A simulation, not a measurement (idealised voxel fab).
Presented below is a process module, voxel self aligned vias.
FYI the section here is cut, 170 nm wide, cells are 5 nm squares.
Cross-sections here: square-cell grids, written as top-down lists of bands, a band being one or more rows of cells.
Read a band's entry like this: the first values are the height of its top and the height of its bottom in nm, and what follows is the sequence of materials from left to right, each with its width in nm. Note that "empty" is empty space, and that a single material marked "full width" reaches across the band from edge to edge.
Measure heights from 0. That's the level where, below it, the as-received wafer is all one material. The lowest band is bottomless and extends downward; write it as in "0..down".
A two-number width, for instance "30 to 40", indicates that the width is equal to the first number in the top row of the band and to the second number in the bottom row, and that it changes by a constant amount per row of cells.
Take "nothing changed" at face value: in the step it is given for, the cross-section changed in none of its cells.
Closed-off voids of 8+ cells (no open route to the top) go in "Fully enclosed voids", written width x height at distance from the left edge, in nm.
Formally, on a step line, whatever follows the settings is a remark that the simulator itself makes on the step.
What "overlay nm" on a step's line means: if the step has a mask, that mask lay this far to the right of its planned place, or, when the value is negative, to the left.
The process steps that were planned are listed below:
1) op RECEIVE | material Si
2) op CONFORMAL_DEP | material SiO2 | thk nm 15
3) op CONFORMAL_DEP | material SiCN | thk nm 5
4) op DIRECTIONAL_DEP | material lowk | thk nm 30
5) op DIRECTIONAL_DEP | material aC | thk nm 15
6) op PATTERN | tone open | mask id LINES | material resist | width nm 30 | pitch nm 60 | thk nm 30 | overlay nm 0
7) op DIRECTIONAL_ETCH | etch materials aC | depth nm 15
8) op STRIP | etch materials resist
9) op DIRECTIONAL_ETCH | etch materials lowk | depth nm 30
10) op STRIP | etch materials aC
11) op CONFORMAL_DEP | material TiN | thk nm 5
12) op FILL_DEP | material Ru | thk nm 5
13) op CMP | height nm 50
14) op SELECTIVE_ETCH | etch materials W Ru TiN | depth nm 5
15) op FILL_DEP | material SiN | thk nm 5
16) op CMP | height nm 50
17) op DIRECTIONAL_DEP | material lowk | thk nm 20
18) op DIRECTIONAL_DEP | material aC | thk nm 10
19) op PATTERN | tone open | mask id VIAS | material resist | width nm 40 | thk nm 25 | overlay nm 0
20) op DIRECTIONAL_ETCH | etch materials aC | depth nm 10
21) op STRIP | etch materials resist
22) op DIRECTIONAL_ETCH | etch materials lowk | depth nm 20
23) op DIRECTIONAL_ETCH | etch materials SiN | depth nm 5
24) op STRIP | etch materials aC
25) op CONFORMAL_DEP | material TiN | thk nm 5
26) op FILL_DEP | material W | thk nm 10
27) op CMP | height nm 70
28) op CONFORMAL_DEP | material SiN | thk nm 5
The following pertains to the first of two wafers, which was processed as planned:
Shown in cross-section is the wafer as received, that is, as it stands after step 1:
- 0..down: Si full width
- Fully enclosed voids: none
You're looking at a cross-section of the wafer after step 2:
- 15..0: SiO2 full width
- Under the height 0 nothing was changed.
You're looking at a cross-section of the wafer after step 3:
- 20..15: SiCN full width
- Under the height 15 nothing was changed.
You're looking at a cross-section of the wafer after step 4:
- 50..20: lowk full width
- Under the height 20 nothing was changed.
You're looking at a cross-section of the wafer after step 5:
- 65..50: aC full width
- Under the height 50 nothing was changed.
You're looking at a cross-section of the wafer after step 6:
- 95..65: 40 nm resist, 30 nm empty, 30 nm resist, 30 nm empty, 40 nm resist
- Under the height 65 nothing was changed.
You're looking at a cross-section of the wafer after step 7:
- 80..65: 40 nm resist, 30 nm empty, 30 nm resist, 30 nm empty, 40 nm resist
- 65..50: 40 nm aC, 30 nm empty, 30 nm aC, 30 nm empty, 40 nm aC
- Under the height 50 nothing was changed.
You're looking at a cross-section of the wafer after step 8:
- 65..50: 40 nm aC, 30 nm empty, 30 nm aC, 30 nm empty, 40 nm aC
- Under the height 50 nothing was changed.
You're looking at a cross-section of the wafer after step 9:
- 65..50: 40 nm aC, 30 nm empty, 30 nm aC, 30 nm empty, 40 nm aC
- 50..20: 40 nm lowk, 30 nm empty, 30 nm lowk, 30 nm empty, 40 nm lowk
- Under the height 20 nothing was changed.
You're looking at a cross-section of the wafer after step 10:
- 50..20: 40 nm lowk, 30 nm empty, 30 nm lowk, 30 nm empty, 40 nm lowk
- Under the height 20 nothing was changed.
You're looking at a cross-section of the wafer after step 11:
- 55..50: 45 nm TiN, 20 nm empty, 40 nm TiN, 20 nm empty, 45 nm TiN
- 50..25: 40 nm lowk, 5 nm TiN, 20 nm empty, 5 nm TiN, 30 nm lowk, 5 nm TiN, 20 nm empty, 5 nm TiN, 40 nm lowk
- 25..20: 40 nm lowk, 30 nm TiN, 30 nm lowk, 30 nm TiN, 40 nm lowk
- Under the height 20 nothing was changed.
You're looking at a cross-section of the wafer after step 12:
- 60..55: Ru full width
- 55..50: 45 nm TiN, 20 nm Ru, 40 nm TiN, 20 nm Ru, 45 nm TiN
- 50..25: 40 nm lowk, 5 nm TiN, 20 nm Ru, 5 nm TiN, 30 nm lowk, 5 nm TiN, 20 nm Ru, 5 nm TiN, 40 nm lowk
- Under the height 25 nothing was changed.
You're looking at a cross-section of the wafer after step 13:
- 50..25: 40 nm lowk, 5 nm TiN, 20 nm Ru, 5 nm TiN, 30 nm lowk, 5 nm TiN, 20 nm Ru, 5 nm TiN, 40 nm lowk
- Under the height 25 nothing was changed.
You're looking at a cross-section of the wafer after step 14:
- 50..45: 40 nm lowk, 30 nm empty, 30 nm lowk, 30 nm empty, 40 nm lowk
- Under the height 45 nothing was changed.
You're looking at a cross-section of the wafer after step 15:
- 55..50: SiN full width
- 50..45: 40 nm lowk, 30 nm SiN, 30 nm lowk, 30 nm SiN, 40 nm lowk
- Under the height 45 nothing was changed.
You're looking at a cross-section of the wafer after step 16:
- 50..45: 40 nm lowk, 30 nm SiN, 30 nm lowk, 30 nm SiN, 40 nm lowk
- Under the height 45 nothing was changed.
You're looking at a cross-section of the wafer after step 17:
- 70..50: lowk full width
- Under the height 50 nothing was changed.
You're looking at a cross-section of the wafer after step 18:
- 80..70: aC full width
- Under the height 70 nothing was changed.
You're looking at a cross-section of the wafer after step 19:
- 105..80: 35 nm resist, 40 nm empty, 95 nm resist
- Under the height 80 nothing was changed.
You're looking at a cross-section of the wafer after step 20:
- 95..80: 35 nm resist, 40 nm empty, 95 nm resist
- 80..70: 35 nm aC, 40 nm empty, 95 nm aC
- Under the height 70 nothing was changed.
You're looking at a cross-section of the wafer after step 21:
- 80..70: 35 nm aC, 40 nm empty, 95 nm aC
- Under the height 70 nothing was changed.
You're looking at a cross-section of the wafer after step 22:
- 80..70: 35 nm aC, 40 nm empty, 95 nm aC
- 70..50: 35 nm lowk, 40 nm empty, 95 nm lowk
- Under the height 50 nothing was changed.
You're looking at a cross-section of the wafer after step 23:
- 80..70: 35 nm aC, 40 nm empty, 95 nm aC
- 70..50: 35 nm lowk, 40 nm empty, 95 nm lowk
- 50..45: 40 nm lowk, 30 nm empty, 30 nm lowk, 30 nm SiN, 40 nm lowk
- Under the height 45 nothing was changed.
You're looking at a cross-section of the wafer after step 24:
- 70..50: 35 nm lowk, 40 nm empty, 95 nm lowk
- Under the height 50 nothing was changed.
You're looking at a cross-section of the wafer after step 25:
- 75..70: 40 nm TiN, 30 nm empty, 100 nm TiN
- 70..55: 35 nm lowk, 5 nm TiN, 30 nm empty, 5 nm TiN, 95 nm lowk
- 55..50: 35 nm lowk, 10 nm TiN, 20 nm empty, 10 nm TiN, 95 nm lowk
- 50..45: 40 nm lowk, 30 nm TiN, 30 nm lowk, 30 nm SiN, 40 nm lowk
- Under the height 45 nothing was changed.
You're looking at a cross-section of the wafer after step 26:
- 85..75: W full width
- 75..70: 40 nm TiN, 30 nm W, 100 nm TiN
- 70..55: 35 nm lowk, 5 nm TiN, 30 nm W, 5 nm TiN, 95 nm lowk
- 55..50: 35 nm lowk, 10 nm TiN, 20 nm W, 10 nm TiN, 95 nm lowk
- Under the height 50 nothing was changed.
You're looking at a cross-section of the wafer after step 27:
- 70..55: 35 nm lowk, 5 nm TiN, 30 nm W, 5 nm TiN, 95 nm lowk
- Under the height 55 nothing was changed.
You're looking at a cross-section of the wafer after step 28:
- 75..70: SiN full width
- Under the height 70 nothing was changed.
The second wafer began exactly as the first did and followed the same plan, but one mistake was made while running it; through step 21 inclusive, the two wafers are identical:
At the planned end of step 22, the second wafer in cross-section:
- 80..70: 35 nm aC, 40 nm empty, 95 nm aC
- 70..50: 35 nm lowk, 40 nm empty, 95 nm lowk
- 50..45: 35 nm lowk, 5 nm empty, 30 nm SiN, 5 nm empty, 25 nm lowk, 30 nm SiN, 40 nm lowk
- 45..30: 35 nm lowk, 5 nm empty, 5 nm TiN, 20 nm Ru, 5 nm TiN, 5 nm empty, 25 nm lowk, 5 nm TiN, 20 nm Ru, 5 nm TiN, 40 nm lowk
- Under the height 30 nothing was changed.
At the planned end of step 23, the second wafer in cross-section:
- 80..70: 35 nm aC, 40 nm empty, 95 nm aC
- 70..50: 35 nm lowk, 40 nm empty, 95 nm lowk
- 50..45: 35 nm lowk, 40 nm empty, 25 nm lowk, 30 nm SiN, 40 nm lowk
- Under the height 45 nothing was changed.
At the planned end of step 24, the second wafer in cross-section:
- 70..50: 35 nm lowk, 40 nm empty, 95 nm lowk
- Under the height 50 nothing was changed.
At the planned end of step 25, the second wafer in cross-section:
- 75..70: 40 nm TiN, 30 nm empty, 100 nm TiN
- 70..50: 35 nm lowk, 5 nm TiN, 30 nm empty, 5 nm TiN, 95 nm lowk
- 50..45: 35 nm lowk, 40 nm TiN, 25 nm lowk, 30 nm SiN, 40 nm lowk
- 45..30: 35 nm lowk, 10 nm TiN, 20 nm Ru, 10 nm TiN, 25 nm lowk, 5 nm TiN, 20 nm Ru, 5 nm TiN, 40 nm lowk
- Under the height 30 nothing was changed.
At the planned end of step 26, the second wafer in cross-section:
- 85..75: W full width
- 75..70: 40 nm TiN, 30 nm W, 100 nm TiN
- 70..50: 35 nm lowk, 5 nm TiN, 30 nm W, 5 nm TiN, 95 nm lowk
- Under the height 50 nothing was changed.
At the planned end of step 27, the second wafer in cross-section:
- 70..50: 35 nm lowk, 5 nm TiN, 30 nm W, 5 nm TiN, 95 nm lowk
- Under the height 50 nothing was changed.
At the planned end of step 28, the second wafer in cross-section:
- 75..70: SiN full width
- Under the height 70 nothing was changed.
What broke from the plan during processing? step 22 of the plan was executed twice over
The final cell counts differ between the wafers, with the second having more or fewer of some materials than the first: TiN +6 | W +2 | lowk -8
